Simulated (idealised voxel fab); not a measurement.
The process module that follows is named voxel double patterning.
Shown is cross-section cut, with a width of 295 nm and square cells of size 5 nm.
How to read a cross-section here: the picture is a grid of square cells, written as bands going from the top down, and any band can span one or more rows of cells. Quick guide to a band line: top height, bottom height (nm) up front; then every material left to right with its width in nm. Only one material and it's marked "everywhere"? Then it fills the band edge to edge. And "air" just means empty space. Heads up on the height convention: 0 is the point under which the incoming wafer is all one material, and the lowest band has no bottom, it just keeps going down, like "0..down". Quick explanation for "30->40": the width changes in equal steps down the rows of cells, from the first number in the band's top row to the second number in its bottom row. "remains unaltered" (step): cross-section cells unchanged, all of them. Entry "Sealed void inventory" = empty spaces >= 8 cells with no open way to the top; each as width x height at distance, distance from left edge, all nm. It should be noted that, on the line of a given step, the content following the step's settings is a remark produced by the simulator itself with respect to that step. What "overlay nm" on a step's line means: if the step has a mask, that mask lay this far to the right of its planned place, or, when the value is negative, to the left.

Steps planned for the process
1 RECEIVE with material Si
2 CONFORMAL_DEP with material SiO2, thk nm 10
3 DIRECTIONAL_DEP with material polySi, thk nm 15
4 DIRECTIONAL_DEP with material SiCN, thk nm 10
5 MASKED_ETCH with tone open, mask id FIRST, width nm 15, pitch nm 50, etch materials SiCN, depth nm 10, overlay nm 0
6 DIRECTIONAL_DEP with material aC, thk nm 15
7 PATTERN with tone open, mask id SECOND, material resist, width nm 15, pitch nm 50, thk nm 35, overlay nm 0
8 DIRECTIONAL_ETCH with etch materials aC, depth nm 15
9 STRIP with etch materials resist
10 DIRECTIONAL_ETCH with etch materials SiCN, depth nm 10
11 STRIP with etch materials aC
12 DIRECTIONAL_ETCH with etch materials polySi, depth nm 15
13 STRIP with etch materials SiCN

Wafer at receipt (post step 1), cross-section
0..down = Si everywhere
Sealed void inventory: none

Final cross-section, module run with one mistake (start and plan as above)
25..10 = 85 of polySi, 25 of air, 5 of polySi, 15 of air, 5 of polySi, 25 of air, 5 of polySi, 15 of air, 5 of polySi, 25 of air, 85 of polySi
10..0 = SiO2 everywhere
0..down = Si everywhere
Sealed void inventory: none
Deviation from plan: step 5, actual vs plan mismatch, actual run MASKED_ETCH with tone open, mask id FIRST, width nm 25, pitch nm 50, etch materials SiCN, depth nm 10, overlay nm 0
